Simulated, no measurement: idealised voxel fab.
Process module in this document: voxel wiring stack
cross-section cut | 255 nm wide | cells 5 nm
If you're reading a cross-section in this doc, picture square cells in a grid; it comes to you as bands, top ones listed first down to the bottom, and a band can be one or more rows of cells. What a band's entry tells you: where the top is and where the bottom is, as heights in nm, and after that what lies inside, material by material from left to right, each with its width in nm. Empty space is written as the word "empty", and a single material marked with the word "full width" occupies the band from edge to edge. We count height from 0. Below that, the starting wafer is all one material. The lowest band never ends at the bottom but goes on down; see "0 -> down" for how that is written. Top row gets the first number, bottom row gets the second, and each row in between changes by the same step: that is how a band width like "30->40" works. Take "nothing got changed" at face value: in the step it is given for, the cross-section changed in none of its cells. "Voids, enclosed": sealed empty spaces, 8 cells or more, no open way to top, listed width x height at distance, with distance from the left edge and width, height and distance in nm. Step line, after settings: the simulator's comment on this step. What "overlay nm" on a step's line means: if the step has a mask, that mask lay this far to the right of its planned place, or, when the value is negative, to the left.
### Planned step list for the process
1. RECEIVE: material Si
2. CONFORMAL_DEP: material SiO2, thk nm 10
3. CONFORMAL_DEP: material SiCN, thk nm 5
4. DIRECTIONAL_DEP: material SiO2, thk nm 15
5. MASKED_ETCH: tone open, mask id METAL_1, width nm 20, pitch nm 50, etch materials SiO2, depth nm 15, overlay nm 0
6. MASKED_ETCH: tone open, mask id METAL_1, width nm 20, pitch nm 50, etch materials SiCN, depth nm 5, overlay nm 0
7. CONFORMAL_DEP: material TiN, thk nm 5
8. FILL_DEP: material Cu, thk nm 10
9. CMP: height nm 30
10. CONFORMAL_DEP: material SiCN, thk nm 5
11. DIRECTIONAL_DEP: material SiO2, thk nm 15
12. MASKED_ETCH: tone open, mask id PLUG_1, width nm 15, pitch nm 100, etch materials SiO2, depth nm 15, overlay nm 0
13. MASKED_ETCH: tone open, mask id PLUG_1, width nm 15, pitch nm 100, etch materials SiCN, depth nm 5, overlay nm 0
14. EPI: material Ru, thk nm 10
15. EPI: material Ru, thk nm 10
16. DIRECTIONAL_DEP: material TiN, thk nm 5
17. DIRECTIONAL_DEP: material Ru, thk nm 20
18. MASKED_ETCH: tone cover, mask id METAL_2, width nm 20, pitch nm 50, etch materials Ru, depth nm 20, overlay nm 0
19. MASKED_ETCH: tone cover, mask id METAL_2, width nm 20, pitch nm 50, etch materials TiN, depth nm 5, overlay nm 0
20. FILL_DEP: material lowk, thk nm 5
21. CMP: height nm 75
22. CONFORMAL_DEP: material SiCN, thk nm 5
### First of two wafers, with the run carried out as planned
### Received-state cross-section, reflecting completion of step 1
  0 -> down | Si full width
  Voids, enclosed: none
### The wafer, seen in cross-section, after step 2
  10 -> 0 | SiO2 full width
  Beneath the level 0, the cross-section is identical to its previous state.
### The wafer, seen in cross-section, after step 3
  15 -> 10 | SiCN full width
  Beneath the level 10, the cross-section is identical to its previous state.
### The wafer, seen in cross-section, after step 4
  30 -> 15 | SiO2 full width
  Beneath the level 15, the cross-section is identical to its previous state.
### The wafer, seen in cross-section, after step 5
  30 -> 15 | SiO2 40 nm / empty 20 nm / SiO2 30 nm / empty 20 nm / SiO2 30 nm / empty 20 nm / SiO2 30 nm / empty 20 nm / SiO2 45 nm
  Beneath the level 15, the cross-section is identical to its previous state.
### The wafer, seen in cross-section, after step 6
  30 -> 15 | SiO2 40 nm / empty 20 nm / SiO2 30 nm / empty 20 nm / SiO2 30 nm / empty 20 nm / SiO2 30 nm / empty 20 nm / SiO2 45 nm
  15 -> 10 | SiCN 40 nm / empty 20 nm / SiCN 30 nm / empty 20 nm / SiCN 30 nm / empty 20 nm / SiCN 30 nm / empty 20 nm / SiCN 45 nm
  Beneath the level 10, the cross-section is identical to its previous state.
### The wafer, seen in cross-section, after step 7
  35 -> 30 | TiN 45 nm / empty 10 nm / TiN 40 nm / empty 10 nm / TiN 40 nm / empty 10 nm / TiN 40 nm / empty 10 nm / TiN 50 nm
  30 -> 15 | SiO2 40 nm / TiN 5 nm / empty 10 nm / TiN 5 nm / SiO2 30 nm / TiN 5 nm / empty 10 nm / TiN 5 nm / SiO2 30 nm / TiN 5 nm / empty 10 nm / TiN 5 nm / SiO2 30 nm / TiN 5 nm / empty 10 nm / TiN 5 nm / SiO2 45 nm
  15 -> 10 | SiCN 40 nm / TiN 20 nm / SiCN 30 nm / TiN 20 nm / SiCN 30 nm / TiN 20 nm / SiCN 30 nm / TiN 20 nm / SiCN 45 nm
  Beneath the level 10, the cross-section is identical to its previous state.
### The wafer, seen in cross-section, after step 8
  45 -> 35 | Cu full width
  35 -> 30 | TiN 45 nm / Cu 10 nm / TiN 40 nm / Cu 10 nm / TiN 40 nm / Cu 10 nm / TiN 40 nm / Cu 10 nm / TiN 50 nm
  30 -> 15 | SiO2 40 nm / TiN 5 nm / Cu 10 nm / TiN 5 nm / SiO2 30 nm / TiN 5 nm / Cu 10 nm / TiN 5 nm / SiO2 30 nm / TiN 5 nm / Cu 10 nm / TiN 5 nm / SiO2 30 nm / TiN 5 nm / Cu 10 nm / TiN 5 nm / SiO2 45 nm
  Beneath the level 15, the cross-section is identical to its previous state.
### The wafer, seen in cross-section, after step 9
  30 -> 15 | SiO2 40 nm / TiN 5 nm / Cu 10 nm / TiN 5 nm / SiO2 30 nm / TiN 5 nm / Cu 10 nm / TiN 5 nm / SiO2 30 nm / TiN 5 nm / Cu 10 nm / TiN 5 nm / SiO2 30 nm / TiN 5 nm / Cu 10 nm / TiN 5 nm / SiO2 45 nm
  Beneath the level 15, the cross-section is identical to its previous state.
### The wafer, seen in cross-section, after step 10
  35 -> 30 | SiCN full width
  Beneath the level 30, the cross-section is identical to its previous state.
### The wafer, seen in cross-section, after step 11
  50 -> 35 | SiO2 full width
  Beneath the level 35, the cross-section is identical to its previous state.
### The wafer, seen in cross-section, after step 12
  50 -> 35 | SiO2 40 nm / empty 15 nm / SiO2 85 nm / empty 15 nm / SiO2 100 nm
  Beneath the level 35, the cross-section is identical to its previous state.
### The wafer, seen in cross-section, after step 13
  50 -> 35 | SiO2 40 nm / empty 15 nm / SiO2 85 nm / empty 15 nm / SiO2 100 nm
  35 -> 30 | SiCN 40 nm / empty 15 nm / SiCN 85 nm / empty 15 nm / SiCN 100 nm
  Beneath the level 30, the cross-section is identical to its previous state.
### The wafer, seen in cross-section, after step 14
  50 -> 40 | SiO2 40 nm / empty 15 nm / SiO2 85 nm / empty 15 nm / SiO2 100 nm
  40 -> 35 | SiO2 40 nm / Ru 15 nm / SiO2 85 nm / Ru 15 nm / SiO2 100 nm
  35 -> 30 | SiCN 40 nm / Ru 15 nm / SiCN 85 nm / Ru 15 nm / SiCN 100 nm
  Beneath the level 30, the cross-section is identical to its previous state.
### The wafer, seen in cross-section, after step 15
  50 -> 35 | SiO2 40 nm / Ru 15 nm / SiO2 85 nm / Ru 15 nm / SiO2 100 nm
  Beneath the level 35, the cross-section is identical to its previous state.
### The wafer, seen in cross-section, after step 16
  55 -> 50 | TiN full width
  Beneath the level 50, the cross-section is identical to its previous state.
### The wafer, seen in cross-section, after step 17
  75 -> 55 | Ru full width
  Beneath the level 55, the cross-section is identical to its previous state.
### The wafer, seen in cross-section, after step 18
  75 -> 55 | empty 40 nm / Ru 20 nm / empty 30 nm / Ru 20 nm / empty 30 nm / Ru 20 nm / empty 30 nm / Ru 20 nm / empty 45 nm
  Beneath the level 55, the cross-section is identical to its previous state.
### The wafer, seen in cross-section, after step 19
  75 -> 55 | empty 40 nm / Ru 20 nm / empty 30 nm / Ru 20 nm / empty 30 nm / Ru 20 nm / empty 30 nm / Ru 20 nm / empty 45 nm
  55 -> 50 | empty 40 nm / TiN 20 nm / empty 30 nm / TiN 20 nm / empty 30 nm / TiN 20 nm / empty 30 nm / TiN 20 nm / empty 45 nm
  Beneath the level 50, the cross-section is identical to its previous state.
### The wafer, seen in cross-section, after step 20
  80 -> 75 | lowk full width
  75 -> 55 | lowk 40 nm / Ru 20 nm / lowk 30 nm / Ru 20 nm / lowk 30 nm / Ru 20 nm / lowk 30 nm / Ru 20 nm / lowk 45 nm
  55 -> 50 | lowk 40 nm / TiN 20 nm / lowk 30 nm / TiN 20 nm / lowk 30 nm / TiN 20 nm / lowk 30 nm / TiN 20 nm / lowk 45 nm
  Beneath the level 50, the cross-section is identical to its previous state.
### The wafer, seen in cross-section, after step 21
  75 -> 55 | lowk 40 nm / Ru 20 nm / lowk 30 nm / Ru 20 nm / lowk 30 nm / Ru 20 nm / lowk 30 nm / Ru 20 nm / lowk 45 nm
  Beneath the level 55, the cross-section is identical to its previous state.
### The wafer, seen in cross-section, after step 22
  80 -> 75 | SiCN full width
  Beneath the level 75, the cross-section is identical to its previous state.
### Now the other wafer: same start, same recipe, but we messed up one thing when running it. Up to and including step 3 it's the same as the first one
Cross-section of the second wafer corresponding to the planned conclusion of step 4: nothing got changed
Cross-section of the second wafer corresponding to the planned conclusion of step 5: nothing got changed
### Cross-section of the second wafer corresponding to the planned conclusion of step 6
  15 -> 10 | SiCN 40 nm / empty 20 nm / SiCN 30 nm / empty 20 nm / SiCN 30 nm / empty 20 nm / SiCN 30 nm / empty 20 nm / SiCN 45 nm
  Beneath the level 10, the cross-section is identical to its previous state.
### Cross-section of the second wafer corresponding to the planned conclusion of step 7
  20 -> 15 | TiN 45 nm / empty 10 nm / TiN 40 nm / empty 10 nm / TiN 40 nm / empty 10 nm / TiN 40 nm / empty 10 nm / TiN 50 nm
  15 -> 10 | SiCN 40 nm / TiN 20 nm / SiCN 30 nm / TiN 20 nm / SiCN 30 nm / TiN 20 nm / SiCN 30 nm / TiN 20 nm / SiCN 45 nm
  Beneath the level 10, the cross-section is identical to its previous state.
### Cross-section of the second wafer corresponding to the planned conclusion of step 8
  30 -> 20 | Cu full width
  20 -> 15 | TiN 45 nm / Cu 10 nm / TiN 40 nm / Cu 10 nm / TiN 40 nm / Cu 10 nm / TiN 40 nm / Cu 10 nm / TiN 50 nm
  Beneath the level 15, the cross-section is identical to its previous state.
Cross-section of the second wafer corresponding to the planned conclusion of step 9: nothing got changed
### Cross-section of the second wafer corresponding to the planned conclusion of step 10
  35 -> 30 | SiCN full width
  Beneath the level 30, the cross-section is identical to its previous state.
### Cross-section of the second wafer corresponding to the planned conclusion of step 11
  50 -> 35 | SiO2 full width
  Beneath the level 35, the cross-section is identical to its previous state.
### Cross-section of the second wafer corresponding to the planned conclusion of step 12
  50 -> 35 | SiO2 40 nm / empty 15 nm / SiO2 85 nm / empty 15 nm / SiO2 100 nm
  Beneath the level 35, the cross-section is identical to its previous state.
### Cross-section of the second wafer corresponding to the planned conclusion of step 13
  50 -> 35 | SiO2 40 nm / empty 15 nm / SiO2 85 nm / empty 15 nm / SiO2 100 nm
  35 -> 30 | SiCN 40 nm / empty 15 nm / SiCN 85 nm / empty 15 nm / SiCN 100 nm
  Beneath the level 30, the cross-section is identical to its previous state.
### Cross-section of the second wafer corresponding to the planned conclusion of step 14
  50 -> 40 | SiO2 40 nm / empty 15 nm / SiO2 85 nm / empty 15 nm / SiO2 100 nm
  40 -> 35 | SiO2 40 nm / Ru 15 nm / SiO2 85 nm / Ru 15 nm / SiO2 100 nm
  35 -> 30 | SiCN 40 nm / Ru 15 nm / SiCN 85 nm / Ru 15 nm / SiCN 100 nm
  Beneath the level 30, the cross-section is identical to its previous state.
### Cross-section of the second wafer corresponding to the planned conclusion of step 15
  50 -> 35 | SiO2 40 nm / Ru 15 nm / SiO2 85 nm / Ru 15 nm / SiO2 100 nm
  Beneath the level 35, the cross-section is identical to its previous state.
### Cross-section of the second wafer corresponding to the planned conclusion of step 16
  55 -> 50 | TiN full width
  Beneath the level 50, the cross-section is identical to its previous state.
### Cross-section of the second wafer corresponding to the planned conclusion of step 17
  75 -> 55 | Ru full width
  Beneath the level 55, the cross-section is identical to its previous state.
### Cross-section of the second wafer corresponding to the planned conclusion of step 18
  75 -> 55 | empty 40 nm / Ru 20 nm / empty 30 nm / Ru 20 nm / empty 30 nm / Ru 20 nm / empty 30 nm / Ru 20 nm / empty 45 nm
  Beneath the level 55, the cross-section is identical to its previous state.
### Cross-section of the second wafer corresponding to the planned conclusion of step 19
  75 -> 55 | empty 40 nm / Ru 20 nm / empty 30 nm / Ru 20 nm / empty 30 nm / Ru 20 nm / empty 30 nm / Ru 20 nm / empty 45 nm
  55 -> 50 | empty 40 nm / TiN 20 nm / empty 30 nm / TiN 20 nm / empty 30 nm / TiN 20 nm / empty 30 nm / TiN 20 nm / empty 45 nm
  Beneath the level 50, the cross-section is identical to its previous state.
### Cross-section of the second wafer corresponding to the planned conclusion of step 20
  80 -> 75 | lowk full width
  75 -> 55 | lowk 40 nm / Ru 20 nm / lowk 30 nm / Ru 20 nm / lowk 30 nm / Ru 20 nm / lowk 30 nm / Ru 20 nm / lowk 45 nm
  55 -> 50 | lowk 40 nm / TiN 20 nm / lowk 30 nm / TiN 20 nm / lowk 30 nm / TiN 20 nm / lowk 30 nm / TiN 20 nm / lowk 45 nm
  Beneath the level 50, the cross-section is identical to its previous state.
### Cross-section of the second wafer corresponding to the planned conclusion of step 21
  75 -> 55 | lowk 40 nm / Ru 20 nm / lowk 30 nm / Ru 20 nm / lowk 30 nm / Ru 20 nm / lowk 30 nm / Ru 20 nm / lowk 45 nm
  Beneath the level 55, the cross-section is identical to its previous state.
### Cross-section of the second wafer corresponding to the planned conclusion of step 22
  80 -> 75 | SiCN full width
  Beneath the level 75, the cross-section is identical to its previous state.
what went wrong: step 4 of the plan got skipped, so it never ran
Counted in cells at the end, the second wafer holds more or fewer of these materials than the first: Cu: 86 more, SiO2: 105 fewer, TiN: 19 more
